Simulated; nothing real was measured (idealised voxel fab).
A process module follows: voxel self aligned contacts.
It is cross-section cut that appears here, measuring 270 nm in width, its square cells being 5 nm in size.
How to read a cross-section here: the picture is a grid of square cells, written as bands going from the top down, and any band can span one or more rows of cells. Quick guide to a band line: top height, bottom height (nm) up front; then every material left to right with its width in nm. Only one material and it's marked "everywhere"? Then it fills the band edge to edge. And "empty" just means empty space. A quick word on heights: they are counted from 0, and under that level the wafer as it came to us is one material throughout. The lowest band is different from the rest in having no bottom; it simply continues downward, written as in "0 nm and below". It should be noted that a width expressed as "30..40" varies in equal increments from row to row of cells within the band, taking the value of the first number at the top row and that of the second number at the bottom row. Basically "no change occurred" means that step didn't change any cell in the cross-section. In "Closed voids list" the enclosed voids are listed, meaning empty spaces of 8 cells or larger without any opening to the top. The form is width x height at distance, distance from the left edge, units nm. Text after the settings on a step's line: the simulator's own remark on that step. "overlay nm", when on a step's line for a step with a mask, measures how far to the right of its planned place the mask lay; a negative measure means to the left. Every pair from here on: before one process step, after it. The after cross-section reaches only to the lowest band that changed. Below the pair: the step in between and its settings. Pairs can belong to different runs of this module on the same starting wafer; a pair carries on from the pair above only if the entry headed "Pre-process" says so.
[Pre-process]
> 90 nm to 60 nm  empty (80); resist (30); empty (45); resist (30); empty (85)
> 60 nm to 50 nm  aC everywhere
> 50 nm to 30 nm  Ru everywhere
> 30 nm to 0 nm  polySi everywhere
> 0 nm to -5 nm  SiO2 everywhere
> -5 nm and below  Si everywhere
> Closed voids list: none
[Post-Step Snapshot]
> 80 nm to 60 nm  empty (80); resist (30); empty (45); resist (30); empty (85)
> 60 nm to 50 nm  empty (80); aC (30); empty (45); aC (30); empty (85)
> Whatever lies below 50 is exactly as it was before.
> Closed voids list: none
The step carried out between the cross-section before it and the cross-section after it, both shown above, is DIRECTIONAL_ETCH, etch materials aC, depth nm 10
Pre-process: Reference is made to the cross-section shown after the step in the pair directly above, which represents the state prior to this step.
[Post-Step Snapshot]
> 60 nm to 50 nm  empty (80); aC (30); empty (45); aC (30); empty (85)
> Whatever lies below 50 is exactly as it was before.
> Closed voids list: none
The step carried out between the cross-section before it and the cross-section after it, both shown above, is STRIP, etch materials resist
Pre-process: Reference is made to the cross-section shown after the step in the pair directly above, which represents the state prior to this step.
[Post-Step Snapshot]
> 50 nm to 30 nm  Ru everywhere
> Whatever lies below 30 is exactly as it was before.
> Closed voids list: none
The step carried out between the cross-section before it and the cross-section after it, both shown above, is STRIP, etch materials aC
Pre-process: Reference is made to the cross-section shown after the step in the pair directly above, which represents the state prior to this step.
[Post-Step Snapshot]
> 60 nm to 50 nm  SiN everywhere
> Whatever lies below 50 is exactly as it was before.
> Closed voids list: none
The step carried out between the cross-section before it and the cross-section after it, both shown above, is CONFORMAL_DEP, material SiN, thk nm 10
Pre-process: Reference is made to the cross-section shown after the step in the pair directly above, which represents the state prior to this step.
[Post-Step Snapshot]
> 50 nm to 30 nm  Ru everywhere
> Whatever lies below 30 is exactly as it was before.
> Closed voids list: none
The step carried out between the cross-section before it and the cross-section after it, both shown above, is DIRECTIONAL_ETCH, etch materials SiN, depth nm 10
Pre-process: Reference is made to the cross-section shown after the step in the pair directly above, which represents the state prior to this step.
[Post-Step Snapshot]
> 70 nm to 50 nm  SiO2 everywhere
> Whatever lies below 50 is exactly as it was before.
> Closed voids list: none
The step carried out between the cross-section before it and the cross-section after it, both shown above, is FILL_DEP, material SiO2, thk nm 20
Pre-process: Reference is made to the cross-section shown after the step in the pair directly above, which represents the state prior to this step.
[Post-Step Snapshot]
> 60 nm to 50 nm  SiO2 everywhere
> Whatever lies below 50 is exactly as it was before.
> Closed voids list: none
The step carried out between the cross-section before it and the cross-section after it, both shown above, is CMP, height nm 60
Pre-process: Reference is made to the cross-section shown after the step in the pair directly above, which represents the state prior to this step.
[Post-Step Snapshot]
> 70 nm to 60 nm  aC everywhere
> Whatever lies below 60 is exactly as it was before.
> Closed voids list: none
The step carried out between the cross-section before it and the cross-section after it, both shown above, is DIRECTIONAL_DEP, material aC, thk nm 10
Pre-process: Reference is made to the cross-section shown after the step in the pair directly above, which represents the state prior to this step.
[Post-Step Snapshot]
> 100 nm to 70 nm  resist (105); empty (55); resist (110)
> Whatever lies below 70 is exactly as it was before.
> Closed voids list: none
The step carried out between the cross-section before it and the cross-section after it, both shown above, is PATTERN, tone open, mask id CONTACT, material resist, width nm 55, thk nm 30, overlay nm 0
Pre-process: Reference is made to the cross-section shown after the step in the pair directly above, which represents the state prior to this step.
[Post-Step Snapshot]
> 90 nm to 70 nm  resist (105); empty (55); resist (110)
> 70 nm to 60 nm  aC (105); empty (55); aC (110)
> Whatever lies below 60 is exactly as it was before.
> Closed voids list: none
The step carried out between the cross-section before it and the cross-section after it, both shown above, is DIRECTIONAL_ETCH, etch materials aC, depth nm 10
Pre-process: Reference is made to the cross-section shown after the step in the pair directly above, which represents the state prior to this step.
[Post-Step Snapshot]
> 70 nm to 60 nm  aC (105); empty (55); aC (110)
> Whatever lies below 60 is exactly as it was before.
> Closed voids list: none
The step carried out between the cross-section before it and the cross-section after it, both shown above, is STRIP, etch materials resist
Pre-process: Reference is made to the cross-section shown after the step in the pair directly above, which represents the state prior to this step.
[Post-Step Snapshot]
> 70 nm to 60 nm  aC (105); empty (55); aC (110)
> 60 nm to 50 nm  SiO2 (105); empty (55); SiO2 (110)
> Whatever lies below 50 is exactly as it was before.
> Closed voids list: none
The step carried out between the cross-section before it and the cross-section after it, both shown above, is DIRECTIONAL_ETCH, etch materials SiO2, depth nm 65
Pre-process: Reference is made to the cross-section shown after the step in the pair directly above, which represents the state prior to this step.
[Post-Step Snapshot]
> 60 nm to 50 nm  SiO2 (105); empty (55); SiO2 (110)
> Whatever lies below 50 is exactly as it was before.
> Closed voids list: none
The step carried out between the cross-section before it and the cross-section after it, both shown above, is STRIP, etch materials aC
Pre-process: Reference is made to the cross-section shown after the step in the pair directly above, which represents the state prior to this step.
[Post-Step Snapshot]
> 65 nm to 60 nm  TiN (110); empty (45); TiN (115)
> 60 nm to 55 nm  SiO2 (105); TiN (5); empty (45); TiN (5); SiO2 (110)
> 55 nm to 50 nm  SiO2 (105); TiN (55); SiO2 (110)
> Whatever lies below 50 is exactly as it was before.
> Closed voids list: none
The step carried out between the cross-section before it and the cross-section after it, both shown above, is CONFORMAL_DEP, material TiN, thk nm 5
Pre-process: Reference is made to the cross-section shown after the step in the pair directly above, which represents the state prior to this step.
[Post-Step Snapshot]
> 70 nm to 65 nm  Ru everywhere
> 65 nm to 60 nm  TiN (110); Ru (45); TiN (115)
> 60 nm to 55 nm  SiO2 (105); TiN (5); Ru (45); TiN (5); SiO2 (110)
> Whatever lies below 55 is exactly as it was before.
> Closed voids list: none
The step carried out between the cross-section before it and the cross-section after it, both shown above, is FILL_DEP, material Ru, thk nm 5
Pre-process: Reference is made to the cross-section shown after the step in the pair directly above, which represents the state prior to this step.
[Post-Step Snapshot]
> 60 nm to 55 nm  SiO2 (105); TiN (5); Ru (45); TiN (5); SiO2 (110)
> Whatever lies below 55 is exactly as it was before.
> Closed voids list: none
The step carried out between the cross-section before it and the cross-section after it, both shown above, is CMP, height nm 60
Pre-process: Reference is made to the cross-section shown after the step in the pair directly above, which represents the state prior to this step.
[Post-Step Snapshot]
> 65 nm to 60 nm  SiN everywhere
> Whatever lies below 60 is exactly as it was before.
> Closed voids list: none
The step carried out between the cross-section before it and the cross-section after it, both shown above, is CONFORMAL_DEP, material SiN, thk nm 5
[Pre-process]
> 70 nm to 60 nm  aC everywhere
> 60 nm to 50 nm  SiO2 everywhere
> 50 nm to 30 nm  SiO2 (70); SiN (50); SiO2 (25); SiN (50); SiO2 (75)
> 30 nm to 0 nm  SiO2 (70); SiN (10); polySi (30); SiN (10); SiO2 (25); SiN (10); polySi (30); SiN (10); SiO2 (75)
> 0 nm to -5 nm  SiO2 everywhere
> -5 nm and below  Si everywhere
> Closed voids list: none
[Post-Step Snapshot]
> 100 nm to 70 nm  empty (105); resist (55); empty (110)
> Whatever lies below 70 is exactly as it was before.
> Closed voids list: none
The step carried out between the cross-section before it and the cross-section after it, both shown above, is PATTERN, tone cover, mask id CONTACT, material resist, width nm 55, thk nm 30, overlay nm 0
Pre-process: Reference is made to the cross-section shown after the step in the pair directly above, which represents the state prior to this step.
[Post-Step Snapshot]
> 90 nm to 70 nm  empty (105); resist (55); empty (110)
> 70 nm to 60 nm  empty (105); aC (55); empty (110)
> Whatever lies below 60 is exactly as it was before.
> Closed voids list: none
The step carried out between the cross-section before it and the cross-section after it, both shown above, is DIRECTIONAL_ETCH, etch materials aC, depth nm 10
Pre-process: Reference is made to the cross-section shown after the step in the pair directly above, which represents the state prior to this step.
[Post-Step Snapshot]
> 70 nm to 60 nm  empty (105); aC (55); empty (110)
> Whatever lies below 60 is exactly as it was before.
> Closed voids list: none
The step carried out between the cross-section before it and the cross-section after it, both shown above, is STRIP, etch materials resist
Pre-process: Reference is made to the cross-section shown after the step in the pair directly above, which represents the state prior to this step.
[Post-Step Snapshot]
> 70 nm to 60 nm  empty (105); aC (55); empty (110)
> 60 nm to 50 nm  empty (105); SiO2 (55); empty (110)
> 50 nm to 30 nm  empty (70); SiN (50); SiO2 (25); SiN (50); empty (75)
> 30 nm to 0 nm  empty (70); SiN (10); polySi (30); SiN (10); SiO2 (25); SiN (10); polySi (30); SiN (10); empty (75)
> 0 nm to -5 nm  empty (70); SiO2 (125); empty (75)
> Whatever lies below -5 is exactly as it was before.
> Closed voids list: none
The step carried out between the cross-section before it and the cross-section after it, both shown above, is DIRECTIONAL_ETCH, etch materials SiO2, depth nm 65
Pre-process: Reference is made to the cross-section shown after the step in the pair directly above, which represents the state prior to this step.
[Post-Step Snapshot]
> 60 nm to 50 nm  empty (105); SiO2 (55); empty (110)
> Whatever lies below 50 is exactly as it was before.
> Closed voids list: none
The step carried out between the cross-section before it and the cross-section after it, both shown above, is STRIP, etch materials aC
Pre-process: Reference is made to the cross-section shown after the step in the pair directly above, which represents the state prior to this step.
[Post-Step Snapshot]
> 65 nm to 60 nm  empty (100); TiN (65); empty (105)
> 60 nm to 50 nm  empty (100..65); TiN (5..40); SiO2 (55); TiN (5..40); empty (105..70)
> 50 nm to 30 nm  empty (65); TiN (5); SiN (50); SiO2 (25); SiN (50); TiN (5); empty (70)
> 30 nm to 0 nm  empty (65); TiN (5); SiN (10); polySi (30); SiN (10); SiO2 (25); SiN (10); polySi (30); SiN (10); TiN (5); empty (70)
> 0 nm to -5 nm  TiN (70); SiO2 (125); TiN (75)
> Whatever lies below -5 is exactly as it was before.
> Closed voids list: none
The step carried out between the cross-section before it and the cross-section after it, both shown above, is CONFORMAL_DEP, material TiN, thk nm 5
Pre-process: Reference is made to the cross-section shown after the step in the pair directly above, which represents the state prior to this step.
[Post-Step Snapshot]
> 70 nm to 65 nm  Ru everywhere
> 65 nm to 60 nm  Ru (100); TiN (65); Ru (105)
> 60 nm to 50 nm  Ru (100..65); TiN (5..40); SiO2 (55); TiN (5..40); Ru (105..70)
> 50 nm to 30 nm  Ru (65); TiN (5); SiN (50); SiO2 (25); SiN (50); TiN (5); Ru (70)
> 30 nm to 0 nm  Ru (65); TiN (5); SiN (10); polySi (30); SiN (10); SiO2 (25); SiN (10); polySi (30); SiN (10); TiN (5); Ru (70)
> Whatever lies below 0 is exactly as it was before.
> Closed voids list: none
The step carried out between the cross-section before it and the cross-section after it, both shown above, is FILL_DEP, material Ru, thk nm 5
Pre-process: Reference is made to the cross-section shown after the step in the pair directly above, which represents the state prior to this step.
[Post-Step Snapshot]
> 60 nm to 50 nm  Ru (100..65); TiN (5..40); SiO2 (55); TiN (5..40); Ru (105..70)
> Whatever lies below 50 is exactly as it was before.
> Closed voids list: none
The step carried out between the cross-section before it and the cross-section after it, both shown above, is CMP, height nm 60
Pre-process: Reference is made to the cross-section shown after the step in the pair directly above, which represents the state prior to this step.
[Post-Step Snapshot]
> 65 nm to 60 nm  SiN everywhere
> Whatever lies below 60 is exactly as it was before.
> Closed voids list: none
The step carried out between the cross-section before it and the cross-section after it, both shown above, is CONFORMAL_DEP, material SiN, thk nm 5
